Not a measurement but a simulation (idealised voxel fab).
The following is a process module called voxel spacer lines.
The cross-section on display is named cut; it measures 185 nm wide, and its cells are 5 nm squares.
Think of the cross-section as a grid of square cells. We describe it in bands, top to bottom, and each band covers one or more rows of those cells. This entry defines a band. It first specifies the height of the band's top and the height of its bottom in nm, and then specifies the band's materials from left to right, stating each material with its width in nm. The word "everywhere" identifies a single material that fills the band from edge to edge, while the word "blank" identifies empty space. Height is counted from the level 0, under which the received wafer is composed throughout of one material. The lowest of the bands is not closed at the bottom but continues downward, in the notation "z 0 and below". The width entry "30 to 40" should be interpreted row by row: the top row of cells in the band takes the first number, the bottom row takes the second number, and the change between adjacent rows is uniform throughout. A step reported as "no modifications" is a step in which no cell of the cross-section changed. Reported under the label "Voids, enclosed" are the empty spaces having no open way to the top and comprising 8 cells or more; the notation for each is width x height at distance, in which the distance is measured from the left edge and all three values are in nm. It should be noted that, on the line of a given step, the content following the step's settings is a remark produced by the simulator itself with respect to that step. The setting "overlay nm" may be written on the line of a step. When the step uses a mask, the value reports how far to the right of the planned place the mask lay, and a negative value reports that it lay to the left.
## plan
- 1: RECEIVE, material Si
- 2: CONFORMAL_DEP, material Al2O3, thk nm 5
- 3: DIRECTIONAL_DEP, material SiN, thk nm 10
- 4: DIRECTIONAL_DEP, material polySi, thk nm 30
- 5: PATTERN, tone cover, mask id MANDREL, material resist, width nm 15, pitch nm 50, thk nm 40, overlay nm 0
- 6: DIRECTIONAL_ETCH, etch materials polySi, depth nm 30
- 7: STRIP, etch materials resist
- 8: CONFORMAL_DEP, material SiO2, thk nm 10
- 9: DIRECTIONAL_ETCH, etch materials SiO2, depth nm 10
- 10: STRIP, etch materials polySi
- 11: DIRECTIONAL_ETCH, etch materials SiN, depth nm 10
- 12: STRIP, etch materials SiO2
## First wafer out of two, processed as planned
## Cross-section: wafer on arrival = after step 1
z 0 and below  Si everywhere
Voids, enclosed: none
## Upon completion of step 2, the wafer appears in cross-section as shown
z 5 to 0  Al2O3 everywhere
Below a height of 0, the structure has not been altered.
## Upon completion of step 3, the wafer appears in cross-section as shown
z 15 to 5  SiN everywhere
Below a height of 5, the structure has not been altered.
## Upon completion of step 4, the wafer appears in cross-section as shown
z 45 to 15  polySi everywhere
Below a height of 15, the structure has not been altered.
## Upon completion of step 5, the wafer appears in cross-section as shown
z 85 to 45  blank 60; resist 15; blank 35; resist 15; blank 60
Below a height of 45, the structure has not been altered.
## Upon completion of step 6, the wafer appears in cross-section as shown
z 85 to 45  blank 60; resist 15; blank 35; resist 15; blank 60
z 45 to 15  blank 60; polySi 15; blank 35; polySi 15; blank 60
Below a height of 15, the structure has not been altered.
## Upon completion of step 7, the wafer appears in cross-section as shown
z 45 to 15  blank 60; polySi 15; blank 35; polySi 15; blank 60
Below a height of 15, the structure has not been altered.
## Upon completion of step 8, the wafer appears in cross-section as shown
z 55 to 45  blank 50; SiO2 35; blank 15; SiO2 35; blank 50
z 45 to 25  blank 50; SiO2 10; polySi 15; SiO2 10; blank 15; SiO2 10; polySi 15; SiO2 10; blank 50
z 25 to 15  SiO2 60; polySi 15; SiO2 35; polySi 15; SiO2 60
Below a height of 15, the structure has not been altered.
## Upon completion of step 9, the wafer appears in cross-section as shown
z 45 to 15  blank 50; SiO2 10; polySi 15; SiO2 10; blank 15; SiO2 10; polySi 15; SiO2 10; blank 50
Below a height of 15, the structure has not been altered.
## Upon completion of step 10, the wafer appears in cross-section as shown
z 45 to 15  blank 50; SiO2 10; blank 15; SiO2 10; blank 15; SiO2 10; blank 15; SiO2 10; blank 50
Below a height of 15, the structure has not been altered.
## Upon completion of step 11, the wafer appears in cross-section as shown
z 45 to 15  blank 50; SiO2 10; blank 15; SiO2 10; blank 15; SiO2 10; blank 15; SiO2 10; blank 50
z 15 to 5  blank 50; SiN 10; blank 15; SiN 10; blank 15; SiN 10; blank 15; SiN 10; blank 50
Below a height of 5, the structure has not been altered.
## Upon completion of step 12, the wafer appears in cross-section as shown
z 15 to 5  blank 50; SiN 10; blank 15; SiN 10; blank 15; SiN 10; blank 15; SiN 10; blank 50
Below a height of 5, the structure has not been altered.
## The second wafer: identical to the first at the outset and in its planned sequence, differing only in that one mistake was made during processing; up to and including step 4, its path is the first wafer's path
## X-section, second wafer, when step 5 was due to finish
z 85 to 45  resist 60; blank 15; resist 35; blank 15; resist 60
Below a height of 45, the structure has not been altered.
## X-section, second wafer, when step 6 was due to finish
z 85 to 45  resist 60; blank 15; resist 35; blank 15; resist 60
z 45 to 15  polySi 60; blank 15; polySi 35; blank 15; polySi 60
Below a height of 15, the structure has not been altered.
## X-section, second wafer, when step 7 was due to finish
z 45 to 15  polySi 60; blank 15; polySi 35; blank 15; polySi 60
Below a height of 15, the structure has not been altered.
## X-section, second wafer, when step 8 was due to finish
z 55 to 45  SiO2 everywhere
z 45 to 15  polySi 60; SiO2 15; polySi 35; SiO2 15; polySi 60
Below a height of 15, the structure has not been altered.
## X-section, second wafer, when step 9 was due to finish
z 45 to 15  polySi 60; SiO2 15; polySi 35; SiO2 15; polySi 60
Below a height of 15, the structure has not been altered.
## X-section, second wafer, when step 10 was due to finish
z 45 to 15  blank 60; SiO2 15; blank 35; SiO2 15; blank 60
Below a height of 15, the structure has not been altered.
## X-section, second wafer, when step 11 was due to finish
z 45 to 15  blank 60; SiO2 15; blank 35; SiO2 15; blank 60
z 15 to 5  blank 60; SiN 15; blank 35; SiN 15; blank 60
Below a height of 5, the structure has not been altered.
## X-section, second wafer, when step 12 was due to finish
z 15 to 5  blank 60; SiN 15; blank 35; SiN 15; blank 60
Below a height of 5, the structure has not been altered.
What went wrong in running the wafer? for step 5, the planned setting was not used; the step was instead run as PATTERN, tone open, mask id MANDREL, material resist, width nm 15, pitch nm 50, thk nm 40, overlay nm 0
Bottom line after processing is that, in cells, the second wafer is up or down on some materials versus the first: SiN: 4 fewer
